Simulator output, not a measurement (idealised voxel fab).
Presented below is a process module, voxel wiring stack.
The width of the displayed cross-section, cut, is 205 nm; its cells are square, with a size of 5 nm.
This document writes a cross-section as a grid whose cells are square, and gives it as bands, listed from the top down; one or more rows of cells form a band. Band: top height; bottom height; in nm. Then, left to right: material with width in nm, for each material. "full width": a single material spanning edge to edge. "air": empty space. Basically, 0 is our baseline, since under it the wafer straight out of the box is all one material. The bottom band has no lower end and keeps on going down, so it looks like "0 and below". Think of "30->40" as a width that walks from the first number to the second as you go down the band, top row to bottom row, taking equal-sized steps from row to row. You'll sometimes find "no alterations made" written for a step, and that's the way of saying that nowhere in the cross-section did a cell change during that step. "Trapped voids" enumerates empty spaces isolated from the top, with no open way to it, that contain at least 8 cells, giving each as width x height at distance from the left edge, all three in nm. Where a step's line continues beyond its settings, the continuation is a remark by the simulator itself on that step. "overlay nm" denotes, for a step that has a mask, the displacement of the mask to the right of its planned place, with negative values corresponding to the left.
### Below is the list of planned process steps
1 op RECEIVE | material Si
2 op CONFORMAL_DEP | material SiO2 | thk nm 15
3 op DIRECTIONAL_DEP | material TiN | thk nm 5
4 op DIRECTIONAL_DEP | material W | thk nm 20
5 op DIRECTIONAL_DEP | material aC | thk nm 10
6 op PATTERN | tone cover | mask id METAL_1 | material resist | width nm 20 | pitch nm 35 | thk nm 30 | overlay nm 0
7 op DIRECTIONAL_ETCH | etch materials aC | depth nm 10
8 op STRIP | etch materials resist
9 op DIRECTIONAL_ETCH | etch materials W | depth nm 20
10 op DIRECTIONAL_ETCH | etch materials TiN | depth nm 5
11 op STRIP | etch materials aC
12 op CONFORMAL_DEP | material SiN | thk nm 5
13 op FILL_DEP | material SiO2 | thk nm 5
14 op CMP | height nm 40
15 op CONFORMAL_DEP | material SiCN | thk nm 5
16 op DIRECTIONAL_DEP | material lowk | thk nm 30
17 op MASKED_ETCH | tone open | mask id METAL_2_HOLES | width nm 15 | pitch nm 70 | etch materials lowk | depth nm 30 | overlay nm 0
18 op PATTERN | tone open | mask id METAL_2 | material resist | width nm 20 | pitch nm 35 | thk nm 20 | overlay nm 0
19 op DIRECTIONAL_ETCH | etch materials lowk | depth nm 15
20 op DIRECTIONAL_ETCH | etch materials SiCN | depth nm 5
21 op STRIP | etch materials resist
22 op CONFORMAL_DEP | material TiN | thk nm 5
23 op FILL_DEP | material Ru | thk nm 5
24 op CMP | height nm 75
25 op CONFORMAL_DEP | material SiCN | thk nm 5
26 op DIRECTIONAL_DEP | material SiO2 | thk nm 35
27 op DIRECTIONAL_DEP | material aC | thk nm 15
28 op PATTERN | tone open | mask id METAL_3 | material resist | width nm 20 | pitch nm 35 | thk nm 30 | overlay nm 0
29 op DIRECTIONAL_ETCH | etch materials aC | depth nm 15
30 op STRIP | etch materials resist
31 op DIRECTIONAL_ETCH | etch materials SiO2 | depth nm 20
32 op STRIP | etch materials aC
33 op MASKED_ETCH | tone open | mask id METAL_3_HOLES | width nm 15 | pitch nm 70 | etch materials SiO2 | depth nm 15 | overlay nm 0
34 op MASKED_ETCH | tone open | mask id METAL_3_HOLES | width nm 15 | pitch nm 70 | etch materials SiCN | depth nm 5 | overlay nm 0
35 op CONFORMAL_DEP | material TiN | thk nm 5
36 op FILL_DEP | material Ru | thk nm 5
37 op CMP | height nm 115
38 op CONFORMAL_DEP | material SiCN | thk nm 5
39 op DIRECTIONAL_DEP | material SiO2 | thk nm 35
40 op DIRECTIONAL_DEP | material aC | thk nm 10
41 op PATTERN | tone open | mask id METAL_4 | material resist | width nm 20 | pitch nm 35 | thk nm 25 | overlay nm 0
42 op DIRECTIONAL_ETCH | etch materials aC | depth nm 10
43 op STRIP | etch materials resist
44 op DIRECTIONAL_ETCH | etch materials SiO2 | depth nm 20
45 op STRIP | etch materials aC
46 op PATTERN | tone open | mask id METAL_4_HOLES | material resist | width nm 15 | pitch nm 70 | thk nm 20 | overlay nm 0
47 op DIRECTIONAL_ETCH | etch materials SiO2 | depth nm 15
48 op DIRECTIONAL_ETCH | etch materials SiCN | depth nm 5
49 op STRIP | etch materials resist
50 op CONFORMAL_DEP | material TiN | thk nm 5
51 op FILL_DEP | material Cu | thk nm 10
52 op CMP | height nm 155
53 op CONFORMAL_DEP | material SiCN | thk nm 5
### Wafer cross-section on receipt, i.e. after step 1
	0 and below = Si full width
	Trapped voids: none
### One mistake in running the module, otherwise start and plan as above: cross-section at the end
	160 down to 155 = SiCN full width
	155 down to 140 = 40 nm SiO2; 5 nm TiN; 10 nm Cu; 5 nm TiN; 15 nm SiO2; 5 nm TiN; 10 nm Cu; 5 nm TiN; 15 nm SiO2; 5 nm TiN; 10 nm Cu; 5 nm TiN; 15 nm SiO2; 5 nm TiN; 10 nm Cu; 5 nm TiN; 40 nm SiO2
	140 down to 135 = 40 nm SiO2; 5 nm TiN; 5 nm Cu; 10 nm TiN; 15 nm SiO2; 20 nm TiN; 15 nm SiO2; 5 nm TiN; 5 nm Cu; 10 nm TiN; 15 nm SiO2; 20 nm TiN; 40 nm SiO2
	135 down to 120 = 40 nm SiO2; 5 nm TiN; 5 nm Cu; 5 nm TiN; 55 nm SiO2; 5 nm TiN; 5 nm Cu; 5 nm TiN; 80 nm SiO2
	120 down to 115 = 40 nm SiCN; 15 nm TiN; 55 nm SiCN; 15 nm TiN; 80 nm SiCN
	115 down to 100 = 40 nm SiO2; 5 nm TiN; 10 nm Ru; 5 nm TiN; 15 nm SiO2; 5 nm TiN; 10 nm Ru; 5 nm TiN; 15 nm SiO2; 5 nm TiN; 10 nm Ru; 5 nm TiN; 15 nm SiO2; 5 nm TiN; 10 nm Ru; 5 nm TiN; 40 nm SiO2
	100 down to 95 = 40 nm SiO2; 5 nm TiN; 5 nm Ru; 10 nm TiN; 15 nm SiO2; 20 nm TiN; 15 nm SiO2; 5 nm TiN; 5 nm Ru; 10 nm TiN; 15 nm SiO2; 20 nm TiN; 40 nm SiO2
	95 down to 80 = 40 nm SiO2; 5 nm TiN; 5 nm Ru; 5 nm TiN; 55 nm SiO2; 5 nm TiN; 5 nm Ru; 5 nm TiN; 80 nm SiO2
	80 down to 75 = 40 nm SiCN; 15 nm TiN; 55 nm SiCN; 15 nm TiN; 80 nm SiCN
	75 down to 65 = 40 nm lowk; 5 nm TiN; 10 nm Ru; 5 nm TiN; 15 nm lowk; 5 nm TiN; 10 nm Ru; 5 nm TiN; 15 nm lowk; 5 nm TiN; 10 nm Ru; 5 nm TiN; 15 nm lowk; 5 nm TiN; 10 nm Ru; 5 nm TiN; 40 nm lowk
	65 down to 60 = 40 nm lowk; 5 nm TiN; 5 nm Ru; 10 nm TiN; 15 nm lowk; 20 nm TiN; 15 nm lowk; 5 nm TiN; 5 nm Ru; 10 nm TiN; 15 nm lowk; 20 nm TiN; 40 nm lowk
	60 down to 45 = 40 nm lowk; 5 nm TiN; 5 nm Ru; 5 nm TiN; 55 nm lowk; 5 nm TiN; 5 nm Ru; 5 nm TiN; 80 nm lowk
	45 down to 40 = 40 nm SiCN; 15 nm TiN; 55 nm SiCN; 15 nm TiN; 80 nm SiCN
	40 down to 35 = 35 nm SiO2; 30 nm SiN; 5 nm SiO2; 30 nm SiN; 5 nm SiO2; 30 nm SiN; 5 nm SiO2; 30 nm SiN; 35 nm SiO2
	35 down to 20 = 35 nm SiO2; 5 nm SiN; 20 nm W; 5 nm SiN; 5 nm SiO2; 5 nm SiN; 20 nm W; 5 nm SiN; 5 nm SiO2; 5 nm SiN; 20 nm W; 5 nm SiN; 5 nm SiO2; 5 nm SiN; 20 nm W; 5 nm SiN; 35 nm SiO2
	20 down to 15 = 40 nm SiN; 20 nm W; 15 nm SiN; 20 nm W; 15 nm SiN; 20 nm W; 15 nm SiN; 20 nm W; 40 nm SiN
	15 down to 0 = SiO2 full width
	0 and below = Si full width
	Trapped voids: none
Where did the run depart from the plan? plan step 3 never ran because it was skipped
